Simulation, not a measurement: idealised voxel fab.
Process module name: voxel self aligned contacts
Pictured: cross-section cut, 240 nm wide, on a grid of 5 nm square cells.
Format of a cross-section: grid, square cells. Given as bands. Order: top down. Band: one or more rows of cells. What a band's entry tells you: where the top is and where the bottom is, as heights in nm, and after that what lies inside, material by material from left to right, each with its width in nm. Empty space is written as the word "air", and a single material marked with the word "edge to edge" occupies the band from edge to edge. A quick word on heights: they are counted from 0, and under that level the wafer as it came to us is one material throughout. The lowest band is different from the rest in having no bottom; it simply continues downward, written as in "0 and below". Width spec "30..40" -> top row of cells at first value, bottom row at second value, equal per-row change in between. No cell of the cross-section changed in a step that is given as "changes: none". Closed empty spaces (no open way to the top) of 8 cells or more are what "Trapped cavities" lists, each as width x height at distance from the left edge, nm for all three. On a step's line, text after the settings is the simulator commenting on that step. Each step line may optionally specify "overlay nm", which for a step with a mask gives the rightward distance between the mask's planned place and where it lay, a negative value indicating the leftward direction.

HERE'S WHAT THE PLANNED PROCESS STEPS LOOK LIKE
1,RECEIVE with material Si
2,OXIDIZE with depth nm 5
3,DIRECTIONAL_DEP with material polySi, thk nm 20
4,DIRECTIONAL_DEP with material SiN, thk nm 20
5,PATTERN with tone cover, mask id GATE, material resist, width nm 35, pitch nm 75, thk nm 20, overlay nm 0
6,DIRECTIONAL_ETCH with etch materials SiN, depth nm 20
7,DIRECTIONAL_ETCH with etch materials polySi, depth nm 20
8,STRIP with etch materials resist
9,CONFORMAL_DEP with material SiN, thk nm 10
10,DIRECTIONAL_ETCH with etch materials SiN, depth nm 10
11,FILL_DEP with material SiO2, thk nm 15
12,CMP with height nm 45
13,MASKED_ETCH with tone open, mask id CONTACT, width nm 50, pitch nm 75, etch materials SiO2, depth nm 50, overlay nm 0
14,CONFORMAL_DEP with material TiN, thk nm 5
15,FILL_DEP with material W, thk nm 5
16,CMP with height nm 45
17,CONFORMAL_DEP with material SiN, thk nm 5

AS-RECEIVED WAFER CROSS-SECTION (AFTER STEP 1)
  0 and below | Si edge to edge
  Trapped cavities: none

FIRST WAFER AT THE END, AS PLANNED
  50 down to 45 | SiN edge to edge
  45 down to 40 | SiO2=55, then TiN=20, then W=10, then TiN=20, then SiO2=25, then TiN=20, then W=10, then TiN=20, then SiO2=60
  40 down to 20 | SiO2=15, then SiN=55, then TiN=5, then W=10, then TiN=5, then SiN=55, then TiN=5, then W=10, then TiN=5, then SiN=55, then SiO2=20
  20 down to 0 | SiO2=15, then SiN=10, then polySi=35, then SiN=10, then TiN=5, then W=10, then TiN=5, then SiN=10, then polySi=35, then SiN=10, then TiN=5, then W=10, then TiN=5, then SiN=10, then polySi=35, then SiN=10, then SiO2=20
  0 down to -5 | SiO2=70, then TiN=20, then SiO2=55, then TiN=20, then SiO2=75
  -5 and below | Si edge to edge
  Trapped cavities: none

CROSS-SECTION OF THE LATTER OF THE TWO WAFERS AT MODULE COMPLETION. IT HAD AN IDENTICAL START AND AN IDENTICAL PLAN TO THE FORMER; IN RUNNING IT, ONE MISTAKE WAS MADE
  50 down to 45 | SiN edge to edge
  45 down to 40 | SiO2=50, then TiN=25, then W=10, then TiN=25, then SiO2=15, then TiN=25, then W=10, then TiN=25, then SiO2=55
  40 down to 20 | SiO2=15, then SiN=55, then TiN=5, then W=10, then TiN=5, then SiN=55, then TiN=5, then W=10, then TiN=5, then SiN=55, then SiO2=20
  20 down to 0 | SiO2=15, then SiN=10, then polySi=35, then SiN=10, then TiN=5, then W=10, then TiN=5, then SiN=10, then polySi=35, then SiN=10, then TiN=5, then W=10, then TiN=5, then SiN=10, then polySi=35, then SiN=10, then SiO2=20
  0 down to -5 | SiO2=70, then TiN=20, then SiO2=55, then TiN=20, then SiO2=75
  -5 and below | Si edge to edge
  Trapped cavities: none
The mistake made against the process plan was this: step 13 changed vs plan, executed as MASKED_ETCH with tone open, mask id CONTACT, width nm 60, pitch nm 75, etch materials SiO2, depth nm 50, overlay nm 0
Wrapping up, a cell-based count of both wafers puts the second over or under the first for these materials: SiO2 -4, TiN +4
